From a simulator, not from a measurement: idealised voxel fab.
process module | voxel air gaps
cross-section cut | 180 nm wide | cells 5 nm
In this document a cross-section is written as a grid of square cells. It is given as a series of bands, listed from the top down, and a band is one or more rows of cells.
Per band: top height and bottom height in nm, followed by the left-to-right materials and their widths in nm; "everywhere" marks a single material spanning edge to edge, "empty" marks empty space.
All heights in this document are referenced to 0, defined as the level beneath which the wafer, as received, consists entirely of one material. The lowest band is not bounded below; it extends indefinitely downward and is written in the form "top 0, no bottom".
You'd read "30..40" like this: the band's top row of cells is as wide as the first number, its bottom row is as wide as the second, and going down, every row changes width by the same amount as the row before did.
You'll sometimes find "remains unaltered" written for a step, and that's the way of saying that nowhere in the cross-section did a cell change during that step.
Empty spaces counting at least 8 cells and having no open way to the top are listed in "Sealed void list". The notation width x height at distance is used for each, the distance being from the left edge and all three values in nm.
Post-settings text on a step line: simulator's own remark regarding the step.
The optional step-line setting "overlay nm" applies to steps with a mask and quantifies how far to the right of its planned location the mask lay, a negative value indicating leftward placement.
Listed below are the process steps as planned
| 1 | op RECEIVE | material Si |
| 2 | op CONFORMAL_DEP | material SiO2 | thk nm 15 |
| 3 | op CONFORMAL_DEP | material SiN | thk nm 5 |
| 4 | op DIRECTIONAL_DEP | material SiO2 | thk nm 40 |
| 5 | op PATTERN | tone open | mask id LINES | material resist | width nm 15 | pitch nm 45 | thk nm 20 | overlay nm 0 |
| 6 | op DIRECTIONAL_ETCH | etch materials SiO2 | depth nm 40 |
| 7 | op STRIP | etch materials resist |
| 8 | op CONFORMAL_DEP | material TiN | thk nm 5 |
| 9 | op FILL_DEP | material W | thk nm 5 |
| 10 | op CMP | height nm 60 |
| 11 | op EPI | material Ru | thk nm 10 |
| 12 | op SELECTIVE_ETCH | etch materials SiO2 | depth nm 50 |
| 13 | op CONFORMAL_DEP | material SiCN | thk nm 5 |
As-received state of the wafer in cross-section, equivalent to post-step 1
	top 0, no bottom | Si everywhere
	Sealed void list: none
This is how the wafer looks in cross-section once the module is done, given the starting state and plan above and one mistake in carrying the plan out
	top 75, bottom 70 | empty 15; SiCN 145; empty 20
	top 70, bottom 60 | empty 15; SiCN 5; Ru 135; SiCN 5; empty 20
	top 60, bottom 55 | empty 15; SiCN 15; TiN 5; W 15; TiN 5; SiO2 20; TiN 5; W 15; TiN 5; SiO2 20; TiN 5; W 15; TiN 5; SiCN 15; empty 20
	top 55, bottom 25 | empty 25; SiCN 5; TiN 5; W 15; TiN 5; SiO2 20; TiN 5; W 15; TiN 5; SiO2 20; TiN 5; W 15; TiN 5; SiCN 5; empty 30
	top 25, bottom 20 | SiCN 30; TiN 25; SiO2 20; TiN 25; SiO2 20; TiN 25; SiCN 35
	top 20, bottom 15 | SiN everywhere
	top 15, bottom 0 | SiO2 everywhere
	top 0, no bottom | Si everywhere
	Sealed void list: none
Nonconformance to the process plan: step 5 ran differently from the plan; actual operation with settings: op PATTERN | tone open | mask id LINES | material resist | width nm 25 | pitch nm 45 | thk nm 20 | overlay nm 0
